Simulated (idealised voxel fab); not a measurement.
Proc. module: voxel wiring stack
It is cross-section cut that appears here, measuring 215 nm in width, its square cells being 5 nm in size.
A cross-section is a grid of square cells, given in bands from the top down. A band is one or more rows of cells.
Heads up on the band format: heights come first, top then bottom, in nm. After that it's the materials left to right, each with its width in nm. A single material flagged "everywhere" fills the whole band edge to edge, and "air" means there's empty space there.
Height datum 0, below which the as-received substrate wafer is one material. Lowest band open at the bottom, running downward: "from 0 down".
Note: "30..40" means the width goes from the first number (top row of the band) to the second number (bottom row) in equal steps per row of cells.
Step marked "all unchanged"? Then no cell in the cross-section changed in it.
"Enclosed void entries": sealed empty spaces, 8 cells or more, no open way to top, listed width x height at distance, with distance from the left edge and width, height and distance in nm.
The remark found on a step's line after its settings is issued by the simulator itself and pertains to that step.
overlay nm, on a step with a mask: how far to the right of its planned place the mask lay; to the left if negative

**So here's the lineup of process steps we planned**
1) op RECEIVE | material Si
2) op CONFORMAL_DEP | material SiO2 | thk nm 15
3) op CONFORMAL_DEP | material SiCN | thk nm 5
4) op DIRECTIONAL_DEP | material SiO2 | thk nm 25
5) op PATTERN | tone open | mask id METAL_1 | material resist | width nm 20 | pitch nm 45 | thk nm 15 | overlay nm 0
6) op DIRECTIONAL_ETCH | etch materials SiO2 | depth nm 25
7) op DIRECTIONAL_ETCH | etch materials SiCN | depth nm 5
8) op STRIP | etch materials resist
9) op CONFORMAL_DEP | material TiN | thk nm 5
10) op FILL_DEP | material W | thk nm 10
11) op CMP | height nm 45
12) op CONFORMAL_DEP | material SiCN | thk nm 5
13) op DIRECTIONAL_DEP | material lowk | thk nm 10
14) op PATTERN | tone open | mask id PLUG_1 | material resist | width nm 15 | pitch nm 90 | thk nm 20 | overlay nm 0
15) op DIRECTIONAL_ETCH | etch materials lowk | depth nm 10
16) op DIRECTIONAL_ETCH | etch materials SiCN | depth nm 5
17) op STRIP | etch materials resist
18) op CONFORMAL_DEP | material TiN | thk nm 5
19) op FILL_DEP | material Cu | thk nm 5
20) op CMP | height nm 60
21) op CONFORMAL_DEP | material SiCN | thk nm 5
22) op DIRECTIONAL_DEP | material lowk | thk nm 20
23) op DIRECTIONAL_DEP | material aC | thk nm 15
24) op PATTERN | tone open | mask id METAL_2 | material resist | width nm 20 | pitch nm 45 | thk nm 30 | overlay nm 0
25) op DIRECTIONAL_ETCH | etch materials aC | depth nm 15
26) op STRIP | etch materials resist
27) op DIRECTIONAL_ETCH | etch materials lowk | depth nm 20
28) op DIRECTIONAL_ETCH | etch materials SiCN | depth nm 5
29) op STRIP | etch materials aC
30) op CONFORMAL_DEP | material TiN | thk nm 5
31) op FILL_DEP | material Ru | thk nm 10
32) op CMP | height nm 85
33) op CONFORMAL_DEP | material SiCN | thk nm 5
34) op DIRECTIONAL_DEP | material SiO2 | thk nm 30
35) op PATTERN | tone open | mask id METAL_3 | material resist | width nm 20 | pitch nm 45 | thk nm 20 | overlay nm 0
36) op DIRECTIONAL_ETCH | etch materials SiO2 | depth nm 20
37) op STRIP | etch materials resist
38) op MASKED_ETCH | tone open | mask id METAL_3_HOLES | width nm 15 | pitch nm 90 | etch materials SiO2 | depth nm 10 | overlay nm 0
39) op MASKED_ETCH | tone open | mask id METAL_3_HOLES | width nm 15 | pitch nm 90 | etch materials SiCN | depth nm 5 | overlay nm 0
40) op CONFORMAL_DEP | material TiN | thk nm 5
41) op FILL_DEP | material Cu | thk nm 5
42) op CMP | height nm 120
43) op CONFORMAL_DEP | material SiCN | thk nm 5

**Incoming wafer in cross-section (state: after step 1)**
  from 0 down: Si everywhere
  Enclosed void entries: none

**Result of the module, cross-sectioned: start per above, plan per above, one error in how it was run**
  from 125 to 120: SiCN everywhere
  from 120 to 105: SiO2 50 nm; TiN 5 nm; Cu 10 nm; TiN 5 nm; SiO2 25 nm; TiN 5 nm; Cu 10 nm; TiN 5 nm; SiO2 25 nm; TiN 5 nm; Cu 10 nm; TiN 5 nm; SiO2 55 nm
  from 105 to 100: SiO2 50 nm; TiN 5 nm; Cu 5 nm; TiN 10 nm; SiO2 25 nm; TiN 20 nm; SiO2 25 nm; TiN 5 nm; Cu 5 nm; TiN 10 nm; SiO2 55 nm
  from 100 to 90: SiO2 50 nm; TiN 5 nm; Cu 5 nm; TiN 5 nm; SiO2 75 nm; TiN 5 nm; Cu 5 nm; TiN 5 nm; SiO2 60 nm
  from 90 to 85: SiCN 50 nm; TiN 15 nm; SiCN 75 nm; TiN 15 nm; SiCN 60 nm
  from 85 to 65: Ru 45 nm; TiN 5 nm; lowk 20 nm; TiN 5 nm; Ru 15 nm; TiN 5 nm; lowk 20 nm; TiN 5 nm; Ru 15 nm; TiN 5 nm; lowk 20 nm; TiN 5 nm; Ru 50 nm
  from 65 to 60: TiN 50 nm; SiCN 20 nm; TiN 25 nm; SiCN 20 nm; TiN 25 nm; SiCN 20 nm; TiN 55 nm
  from 60 to 50: lowk 50 nm; TiN 5 nm; Cu 5 nm; TiN 5 nm; lowk 75 nm; TiN 5 nm; Cu 5 nm; TiN 5 nm; lowk 60 nm
  from 50 to 45: SiCN 50 nm; TiN 15 nm; SiCN 75 nm; TiN 15 nm; SiCN 60 nm
  from 45 to 20: SiO2 50 nm; TiN 5 nm; W 10 nm; TiN 5 nm; SiO2 25 nm; TiN 5 nm; W 10 nm; TiN 5 nm; SiO2 25 nm; TiN 5 nm; W 10 nm; TiN 5 nm; SiO2 55 nm
  from 20 to 15: SiCN 50 nm; TiN 20 nm; SiCN 25 nm; TiN 20 nm; SiCN 25 nm; TiN 20 nm; SiCN 55 nm
  from 15 to 0: SiO2 everywhere
  from 0 down: Si everywhere
  Enclosed void entries: none
Misprocessing identified: so step 24 ended up running with a different setting than we planned, it ran as op PATTERN | tone cover | mask id METAL_2 | material resist | width nm 20 | pitch nm 45 | thk nm 30 | overlay nm 0
